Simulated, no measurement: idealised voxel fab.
process module | voxel fin reveal
Cross-section cut spans 245 nm and uses square cells 5 nm in size.
Think of the cross-section as a grid of square cells. We describe it in bands, top to bottom, and each band covers one or more rows of those cells. It is stipulated that each band's entry specify, in nanometres, the height of the top of the band and then that of its bottom, followed by the materials of the band in left-to-right sequence, each together with its width in nanometres. A single material marked by the word "all across" is understood to fill the band from edge to edge; the word "air" is understood to denote empty space. Below 0: as-received wafer, all one material; heights counted from there. Lowest band: no bottom, goes on down, written "0 nm and below". Think of "30->40" as a width that walks from the first number to the second as you go down the band, top row to bottom row, taking equal-sized steps from row to row. When a step is marked "same as before", none of the cells in the cross-section changed during that step. Under "Closed internal cavities" you'll find the enclosed gaps, the ones with no way out to the top, that are 8 cells or bigger; each reads width x height at distance, with distance counted from the left edge, everything in nm. Whatever follows a step's settings on its line is a remark the simulator itself makes about that step. What "overlay nm" on a step's line means: if the step has a mask, that mask lay this far to the right of its planned place, or, when the value is negative, to the left.
So here's the lineup of process steps we planned:
- 1: RECEIVE with material Si
- 2: CONFORMAL_DEP with material SiN, thk nm 5
- 3: PATTERN with tone cover, mask id FINS, material resist, width nm 15, pitch nm 35, thk nm 20, overlay nm 0
- 4: DIRECTIONAL_ETCH with etch materials SiN, depth nm 5
- 5: DIRECTIONAL_ETCH with etch materials Si, depth nm 40
- 6: STRIP with etch materials resist
- 7: OXIDIZE with depth nm 5
- 8: FILL_DEP with material SiO2, thk nm 15
- 9: CMP with height nm 5
- 10: SELECTIVE_ETCH with etch materials SiO2, depth nm 20
- 11: STRIP with etch materials SiN
First of two wafers, with the run carried out as planned:
Cross-section of the wafer at receipt, which is the condition after step 1:
0 nm and below | Si all across
Closed internal cavities: none
Cross-section of the wafer after step 2:
5 nm to 0 nm | SiN all across
Below 0, no change.
Cross-section of the wafer after step 3:
25 nm to 5 nm | air: 80; resist: 15; air: 20; resist: 15; air: 20; resist: 15; air: 80
Below 5, no change.
Cross-section of the wafer after step 4:
25 nm to 5 nm | air: 80; resist: 15; air: 20; resist: 15; air: 20; resist: 15; air: 80
5 nm to 0 nm | air: 80; SiN: 15; air: 20; SiN: 15; air: 20; SiN: 15; air: 80
Below 0, no change.
Cross-section of the wafer after step 5:
25 nm to 5 nm | air: 80; resist: 15; air: 20; resist: 15; air: 20; resist: 15; air: 80
5 nm to 0 nm | air: 80; SiN: 15; air: 20; SiN: 15; air: 20; SiN: 15; air: 80
0 nm to -40 nm | air: 80; Si: 15; air: 20; Si: 15; air: 20; Si: 15; air: 80
Below -40, no change.
Cross-section of the wafer after step 6:
5 nm to 0 nm | air: 80; SiN: 15; air: 20; SiN: 15; air: 20; SiN: 15; air: 80
Below 0, no change.
Cross-section of the wafer after step 7:
5 nm to 0 nm | air: 80; SiN: 15; air: 20; SiN: 15; air: 20; SiN: 15; air: 80
0 nm to -40 nm | air: 80; SiO2: 5; Si: 5; SiO2: 5; air: 20; SiO2: 5; Si: 5; SiO2: 5; air: 20; SiO2: 5; Si: 5; SiO2: 5; air: 80
-40 nm to -45 nm | SiO2: 85; Si: 5; SiO2: 30; Si: 5; SiO2: 30; Si: 5; SiO2: 85
Below -45, no change.
Cross-section of the wafer after step 8:
20 nm to 5 nm | SiO2 all across
5 nm to 0 nm | SiO2: 80; SiN: 15; SiO2: 20; SiN: 15; SiO2: 20; SiN: 15; SiO2: 80
0 nm to -45 nm | SiO2: 85; Si: 5; SiO2: 30; Si: 5; SiO2: 30; Si: 5; SiO2: 85
Below -45, no change.
Cross-section of the wafer after step 9:
5 nm to 0 nm | SiO2: 80; SiN: 15; SiO2: 20; SiN: 15; SiO2: 20; SiN: 15; SiO2: 80
Below 0, no change.
Cross-section of the wafer after step 10:
5 nm to 0 nm | air: 80; SiN: 15; air: 20; SiN: 15; air: 20; SiN: 15; air: 80
0 nm to -15 nm | air: 85; Si: 5; air: 30; Si: 5; air: 30; Si: 5; air: 85
Below -15, no change.
Cross-section of the wafer after step 11:
0 nm to -15 nm | air: 85; Si: 5; air: 30; Si: 5; air: 30; Si: 5; air: 85
Below -15, no change.
Companion wafer, the second of two: same beginning, same intended sequence, one mistake in carrying it out; through step 2 inclusive it tracks the first exactly:
The second wafer in cross-section, at the planned close of step 3:
25 nm to 5 nm | air: 75; resist: 15; air: 20; resist: 15; air: 20; resist: 15; air: 85
Below 5, no change.
The second wafer in cross-section, at the planned close of step 4:
25 nm to 5 nm | air: 75; resist: 15; air: 20; resist: 15; air: 20; resist: 15; air: 85
5 nm to 0 nm | air: 75; SiN: 15; air: 20; SiN: 15; air: 20; SiN: 15; air: 85
Below 0, no change.
The second wafer in cross-section, at the planned close of step 5:
25 nm to 5 nm | air: 75; resist: 15; air: 20; resist: 15; air: 20; resist: 15; air: 85
5 nm to 0 nm | air: 75; SiN: 15; air: 20; SiN: 15; air: 20; SiN: 15; air: 85
0 nm to -40 nm | air: 75; Si: 15; air: 20; Si: 15; air: 20; Si: 15; air: 85
Below -40, no change.
The second wafer in cross-section, at the planned close of step 6:
5 nm to 0 nm | air: 75; SiN: 15; air: 20; SiN: 15; air: 20; SiN: 15; air: 85
Below 0, no change.
The second wafer in cross-section, at the planned close of step 7:
5 nm to 0 nm | air: 75; SiN: 15; air: 20; SiN: 15; air: 20; SiN: 15; air: 85
0 nm to -40 nm | air: 75; SiO2: 5; Si: 5; SiO2: 5; air: 20; SiO2: 5; Si: 5; SiO2: 5; air: 20; SiO2: 5; Si: 5; SiO2: 5; air: 85
-40 nm to -45 nm | SiO2: 80; Si: 5; SiO2: 30; Si: 5; SiO2: 30; Si: 5; SiO2: 90
Below -45, no change.
The second wafer in cross-section, at the planned close of step 8:
20 nm to 5 nm | SiO2 all across
5 nm to 0 nm | SiO2: 75; SiN: 15; SiO2: 20; SiN: 15; SiO2: 20; SiN: 15; SiO2: 85
0 nm to -45 nm | SiO2: 80; Si: 5; SiO2: 30; Si: 5; SiO2: 30; Si: 5; SiO2: 90
Below -45, no change.
The second wafer in cross-section, at the planned close of step 9:
5 nm to 0 nm | SiO2: 75; SiN: 15; SiO2: 20; SiN: 15; SiO2: 20; SiN: 15; SiO2: 85
Below 0, no change.
The second wafer in cross-section, at the planned close of step 10:
5 nm to 0 nm | air: 75; SiN: 15; air: 20; SiN: 15; air: 20; SiN: 15; air: 85
0 nm to -15 nm | air: 80; Si: 5; air: 30; Si: 5; air: 30; Si: 5; air: 90
Below -15, no change.
The second wafer in cross-section, at the planned close of step 11:
0 nm to -15 nm | air: 80; Si: 5; air: 30; Si: 5; air: 30; Si: 5; air: 90
Below -15, no change.
What was the processing mistake? off-plan run, step 3, actual operation and settings PATTERN with tone cover, mask id FINS, material resist, width nm 15, pitch nm 35, thk nm 20, overlay nm -5
Upon completion, the cell count for each material on the second wafer equals that on the first, whereas the spatial distribution of those cells differs.
